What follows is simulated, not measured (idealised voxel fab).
The process module that follows is named voxel wiring stack.
Cross-section cut: width 200 nm, square cells of 5 nm.
Square cells in a grid make up a cross-section in this document, and the grid is given as bands, listed from the top down, each one or more rows of cells. A band entry consists of two parts. The first gives the height of the band's top and the height of its bottom, in nm. The rest lists the band's materials from left to right, each with its width in nm. A single material labelled with the word "full width" fills the band from edge to edge, and the word "air" marks empty space. Note: height 0 marks the level under which the wafer is uniformly one material as received. Lowest band unbounded below, written "0 -> down". Think of "30..40" as a width that walks from the first number to the second as you go down the band, top row to bottom row, taking equal-sized steps from row to row. For the purposes of this document, the phrase "no alteration" attached to a step denotes that no cell within the cross-section was modified by that step. Closed empty spaces (no open way to the top) of 8 cells or more are what "Sealed cavities" lists, each as width x height at distance from the left edge, nm for all three. Past the settings on a step's line: simulator remark, on that step. A step line may carry the setting "overlay nm", which, for steps involving a mask, states the distance by which the mask lay to the right of its intended position; negative values denote displacement to the left.
Plan:
- 1: RECEIVE [material Si]
- 2: CONFORMAL_DEP [material SiO2] [thk nm 15]
- 3: CONFORMAL_DEP [material SiN] [thk nm 5]
- 4: DIRECTIONAL_DEP [material SiO2] [thk nm 15]
- 5: DIRECTIONAL_DEP [material aC] [thk nm 15]
- 6: PATTERN [tone open] [mask id METAL_1] [material resist] [width nm 25] [pitch nm 55] [thk nm 30] [overlay nm 0]
- 7: DIRECTIONAL_ETCH [etch materials aC] [depth nm 15]
- 8: STRIP [etch materials resist]
- 9: DIRECTIONAL_ETCH [etch materials SiO2] [depth nm 15]
- 10: DIRECTIONAL_ETCH [etch materials SiN] [depth nm 5]
- 11: STRIP [etch materials aC]
- 12: CONFORMAL_DEP [material TiN] [thk nm 5]
- 13: FILL_DEP [material Cu] [thk nm 5]
- 14: CMP [height nm 35]
- 15: EPI [material Ru] [thk nm 5]
- 16: FILL_DEP [material SiCN] [thk nm 5]
- 17: DIRECTIONAL_DEP [material lowk] [thk nm 20]
- 18: DIRECTIONAL_DEP [material aC] [thk nm 15]
- 19: PATTERN [tone open] [mask id PLUG_1] [material resist] [width nm 15] [pitch nm 110] [thk nm 30] [overlay nm 0]
- 20: DIRECTIONAL_ETCH [etch materials aC] [depth nm 15]
- 21: STRIP [etch materials resist]
- 22: DIRECTIONAL_ETCH [etch materials lowk] [depth nm 20]
- 23: DIRECTIONAL_ETCH [etch materials SiCN] [depth nm 5]
- 24: STRIP [etch materials aC]
- 25: EPI [material Ru] [thk nm 10]
- 26: EPI [material Ru] [thk nm 10]
- 27: EPI [material Ru] [thk nm 5]
- 28: CONFORMAL_DEP [material SiN] [thk nm 5]
- 29: DIRECTIONAL_DEP [material lowk] [thk nm 20]
- 30: MASKED_ETCH [tone open] [mask id METAL_2] [width nm 25] [pitch nm 55] [etch materials lowk] [depth nm 20] [overlay nm 0]
- 31: MASKED_ETCH [tone open] [mask id METAL_2] [width nm 25] [pitch nm 55] [etch materials SiN] [depth nm 5] [overlay nm 0]
- 32: CONFORMAL_DEP [material TiN] [thk nm 5]
- 33: FILL_DEP [material Ru] [thk nm 5]
- 34: CMP [height nm 90]
- 35: EPI [material Ru] [thk nm 5]
- 36: FILL_DEP [material SiCN] [thk nm 5]
- 37: DIRECTIONAL_DEP [material lowk] [thk nm 30]
- 38: PATTERN [tone open] [mask id METAL_3_HOLES] [material resist] [width nm 15] [pitch nm 110] [thk nm 15] [overlay nm 0]
- 39: DIRECTIONAL_ETCH [etch materials lowk] [depth nm 30]
- 40: STRIP [etch materials resist]
- 41: MASKED_ETCH [tone open] [mask id METAL_3] [width nm 25] [pitch nm 55] [etch materials lowk] [depth nm 15] [overlay nm 0]
- 42: MASKED_ETCH [tone open] [mask id METAL_3] [width nm 25] [pitch nm 55] [etch materials SiCN] [depth nm 5] [overlay nm 0]
- 43: CONFORMAL_DEP [material TiN] [thk nm 5]
- 44: FILL_DEP [material Cu] [thk nm 10]
- 45: CMP [height nm 130]
- 46: CONFORMAL_DEP [material SiCN] [thk nm 5]
- 47: DIRECTIONAL_DEP [material SiO2] [thk nm 20]
- 48: MASKED_ETCH [tone open] [mask id PLUG_3] [width nm 15] [pitch nm 110] [etch materials SiO2] [depth nm 20] [overlay nm 0]
- 49: MASKED_ETCH [tone open] [mask id PLUG_3] [width nm 15] [pitch nm 110] [etch materials SiCN] [depth nm 5] [overlay nm 0]
- 50: EPI [material Ru] [thk nm 10]
- 51: EPI [material Ru] [thk nm 10]
- 52: EPI [material Ru] [thk nm 5]
- 53: CONFORMAL_DEP [material SiN] [thk nm 5]
- 54: DIRECTIONAL_DEP [material SiO2] [thk nm 25]
- 55: PATTERN [tone open] [mask id METAL_4] [material resist] [width nm 25] [pitch nm 55] [thk nm 20] [overlay nm 0]
- 56: DIRECTIONAL_ETCH [etch materials SiO2] [depth nm 25]
- 57: DIRECTIONAL_ETCH [etch materials SiN] [depth nm 5]
- 58: STRIP [etch materials resist]
- 59: CONFORMAL_DEP [material TiN] [thk nm 5]
- 60: FILL_DEP [material Cu] [thk nm 5]
- 61: CMP [height nm 185]
- 62: CONFORMAL_DEP [material SiN] [thk nm 5]
Cross-sectional view of the wafer in its as-received condition, corresponding to the state after step 1:
> 0 -> down  Si full width
> Sealed cavities: none
Figure: cross-sectional view of the wafer upon completion of the module, processed from the initial state and according to the plan depicted above, with one error introduced during execution:
> 190 -> 185  SiN full width
> 185 -> 180  35 TiN / 15 Cu / 40 TiN / 15 Cu / 40 TiN / 15 Cu / 40 TiN
> 180 -> 155  30 SiO2 / 5 TiN / 15 Cu / 5 TiN / 30 SiO2 / 5 TiN / 15 Cu / 5 TiN / 30 SiO2 / 5 TiN / 15 Cu / 5 TiN / 35 SiO2
> 155 -> 150  30 SiN / 25 TiN / 30 SiN / 25 TiN / 30 SiN / 25 TiN / 35 SiN
> 150 -> 130  30 SiO2 / 15 Ru / 95 SiO2 / 15 Ru / 45 SiO2
> 130 -> 125  30 SiCN / 15 Ru / 95 SiCN / 15 Ru / 45 SiCN
> 125 -> 120  30 lowk / 5 TiN / 15 Cu / 5 TiN / 30 lowk / 5 TiN / 15 Cu / 5 TiN / 30 lowk / 5 TiN / 15 Cu / 5 TiN / 35 lowk
> 120 -> 115  30 lowk / 5 TiN / 5 Cu / 15 TiN / 30 lowk / 25 TiN / 30 lowk / 5 TiN / 5 Cu / 15 TiN / 35 lowk
> 115 -> 100  30 lowk / 5 TiN / 5 Cu / 5 TiN / 95 lowk / 5 TiN / 5 Cu / 5 TiN / 45 lowk
> 100 -> 95  30 SiCN / 15 TiN / 95 SiCN / 15 TiN / 45 SiCN
> 95 -> 90  25 SiCN / 35 Ru / 20 SiCN / 35 Ru / 20 SiCN / 35 Ru / 30 SiCN
> 90 -> 70  30 lowk / 5 TiN / 15 Ru / 5 TiN / 30 lowk / 5 TiN / 15 Ru / 5 TiN / 30 lowk / 5 TiN / 15 Ru / 5 TiN / 35 lowk
> 70 -> 65  30 SiN / 25 TiN / 30 SiN / 25 TiN / 30 SiN / 25 TiN / 35 SiN
> 65 -> 45  30 lowk / 15 Ru / 95 lowk / 15 Ru / 45 lowk
> 45 -> 40  30 SiCN / 15 Ru / 95 SiCN / 15 Ru / 45 SiCN
> 40 -> 35  25 SiCN / 35 Ru / 20 SiCN / 35 Ru / 20 SiCN / 35 Ru / 30 SiCN
> 35 -> 20  30 SiO2 / 5 TiN / 15 Cu / 5 TiN / 30 SiO2 / 5 TiN / 15 Cu / 5 TiN / 30 SiO2 / 5 TiN / 15 Cu / 5 TiN / 35 SiO2
> 20 -> 15  30 SiN / 25 TiN / 30 SiN / 25 TiN / 30 SiN / 25 TiN / 35 SiN
> 15 -> 0  SiO2 full width
> 0 -> down  Si full width
> Sealed cavities: none
What broke from the plan during processing? step 45, actual vs plan mismatch, actual run CMP [height nm 125]
